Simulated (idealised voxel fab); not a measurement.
process module | voxel trench capacitor
cross-section cut | 275 nm wide | cells 5 nm
A cross-section is a grid of square cells, given in bands from the top down. A band is one or more rows of cells.
Each band's line starts with the height of the band's top and of its bottom, in nm. Then come its materials from left to right, each with its width in nm. One material with "throughout" fills the band from edge to edge. "air" is empty space.
Height 0 is the level under which the wafer as received is all one material. The lowest band goes on downwards, as in "0 down".
A width such as "30 to 40" changes by the same amount from each row of cells to the next, from the band's top row to its bottom row.
"no change" after a step means that no cell of the cross-section changed.
closed voids: empty space of 8 cells or more with no open way to the top, each as width x height at its distance from the left edge, in nm
after a step's settings: what the simulator itself notes on the step
overlay nm, on a step with a mask: how far to the right of its planned place the mask lay; to the left if negative
plan
1 op RECEIVE | material Si
2 op CONFORMAL_DEP | material SiN | thk nm 10
3 op DIRECTIONAL_DEP | material aC | thk nm 10
4 op PATTERN | tone open | mask id TRENCH | material resist | width nm 25 | pitch nm 40 | thk nm 25 | overlay nm 0
5 op DIRECTIONAL_ETCH | etch materials aC | depth nm 10
6 op STRIP | etch materials resist
7 op DIRECTIONAL_ETCH | etch materials SiN | depth nm 10
8 op DIRECTIONAL_ETCH | etch materials Si | depth nm 30
9 op STRIP | etch materials aC
10 op CONFORMAL_DEP | material HfO2 | thk nm 5
11 op CONFORMAL_DEP | material TiN | thk nm 5
12 op FILL_DEP | material W | thk nm 10
13 op CMP | height nm 10
as received, after step 1
  0 down: Si throughout
  closed voids: none
first wafer at the end, as planned
  10 to 0: SiN 105 | HfO2 5 | TiN 5 | W 5 | TiN 5 | HfO2 5 | SiN 15 | HfO2 5 | TiN 5 | W 5 | TiN 5 | HfO2 5 | SiN 105
  0 to -20: Si 105 | HfO2 5 | TiN 5 | W 5 | TiN 5 | HfO2 5 | Si 15 | HfO2 5 | TiN 5 | W 5 | TiN 5 | HfO2 5 | Si 105
  -20 to -25: Si 105 | HfO2 5 | TiN 15 | HfO2 5 | Si 15 | HfO2 5 | TiN 15 | HfO2 5 | Si 105
  -25 to -30: Si 105 | HfO2 25 | Si 15 | HfO2 25 | Si 105
  -30 down: Si throughout
  closed voids: none
second wafer at the end: like start, like plan, one mistake
  10 to 0: SiN 110 | HfO2 5 | TiN 5 | HfO2 5 | SiN 25 | HfO2 5 | TiN 5 | HfO2 5 | SiN 110
  0 to -25: Si 110 | HfO2 5 | TiN 5 | HfO2 5 | Si 25 | HfO2 5 | TiN 5 | HfO2 5 | Si 110
  -25 to -30: Si 110 | HfO2 15 | Si 25 | HfO2 15 | Si 110
  -30 down: Si throughout
  closed voids: none
what went wrong: step 4 ran as: op PATTERN | tone open | mask id TRENCH | material resist | width nm 15 | pitch nm 40 | thk nm 25 | overlay nm 0
at the end the second wafer has, in cells: 4 fewer of HfO2 | 24 more of Si | 8 more of SiN | 16 fewer of TiN | 12 fewer of W
